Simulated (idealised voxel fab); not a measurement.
Proc. module: voxel self aligned contacts
The figure presents cross-section cut, which has a width of 205 nm and is divided into square cells with an edge length of 5 nm.
In this document a cross-section is written as a grid of square cells. It is given as a series of bands, listed from the top down, and a band is one or more rows of cells. Band: top height; bottom height; in nm. Then, left to right: material with width in nm, for each material. "edge to edge": a single material spanning edge to edge. "empty": empty space. Below 0: as-received wafer, all one material; heights counted from there. Lowest band: no bottom, goes on down, written "0 nm and below". With a width like "30..40", each row of cells in the band differs from the next by the same amount, the top row carrying the first number and the bottom row the second. The cross-section has no changed cell in any step marked "no change". For the entry "Cavities, closed", the listed items are empty spaces with no open way to the top whose size is 8 cells or more; each item follows the pattern width x height at distance, where distance is from the left edge and all three are in nm. Past the settings on a step's line: simulator remark, on that step. overlay nm: for a step with a mask, the amount by which the mask lay right of where it was planned; a negative amount means left of it.
**Below is the list of planned process steps**
- 1: RECEIVE [material Si]
- 2: CONFORMAL_DEP [material SiO2] [thk nm 5]
- 3: DIRECTIONAL_DEP [material polySi] [thk nm 25]
- 4: DIRECTIONAL_DEP [material SiN] [thk nm 20]
- 5: PATTERN [tone cover] [mask id GATE] [material resist] [width nm 35] [pitch nm 70] [thk nm 15] [overlay nm 0]
- 6: DIRECTIONAL_ETCH [etch materials SiN] [depth nm 20]
- 7: DIRECTIONAL_ETCH [etch materials polySi] [depth nm 25]
- 8: STRIP [etch materials resist]
- 9: CONFORMAL_DEP [material SiN] [thk nm 5]
- 10: DIRECTIONAL_ETCH [etch materials SiN] [depth nm 5]
- 11: FILL_DEP [material SiO2] [thk nm 10]
- 12: CMP [height nm 55]
- 13: DIRECTIONAL_DEP [material aC] [thk nm 10]
- 14: PATTERN [tone open] [mask id CONTACT] [material resist] [width nm 55] [pitch nm 70] [thk nm 25] [overlay nm -15]
- 15: DIRECTIONAL_ETCH [etch materials aC] [depth nm 10]
- 16: STRIP [etch materials resist]
- 17: DIRECTIONAL_ETCH [etch materials SiO2] [depth nm 55]
- 18: STRIP [etch materials aC]
- 19: CONFORMAL_DEP [material TiN] [thk nm 5]
- 20: FILL_DEP [material Ru] [thk nm 5]
- 21: CMP [height nm 55]
- 22: CONFORMAL_DEP [material SiN] [thk nm 5]
For this document, wafers share an identical start and vary in the step 14 overlay nm; the plan quotes the first wafer's value.
**Sectional view: first of several wafers, as received, after step 1**
* 0 nm and below: Si edge to edge
* Cavities, closed: none
**Where each wafer stands at the end of the module, a row apiece: cells of each material gained (+) or lost (-) since it was received, then closed voids**
overlay nm -15, +60 Ru, +179 SiN, +86 SiO2, +62 TiN, +105 polySi, Cavities, closed: none
overlay nm -10, +60 Ru, +179 SiN, +86 SiO2, +62 TiN, +105 polySi, Cavities, closed: none
overlay nm -5, +60 Ru, +179 SiN, +86 SiO2, +62 TiN, +105 polySi, Cavities, closed: none
overlay nm 0, +60 Ru, +179 SiN, +86 SiO2, +62 TiN, +105 polySi, Cavities, closed: none
overlay nm 5, +60 Ru, +179 SiN, +86 SiO2, +62 TiN, +105 polySi, Cavities, closed: none
overlay nm 10, +60 Ru, +179 SiN, +86 SiO2, +62 TiN, +105 polySi, Cavities, closed: none
overlay nm 15, +60 Ru, +179 SiN, +86 SiO2, +62 TiN, +105 polySi, Cavities, closed: none
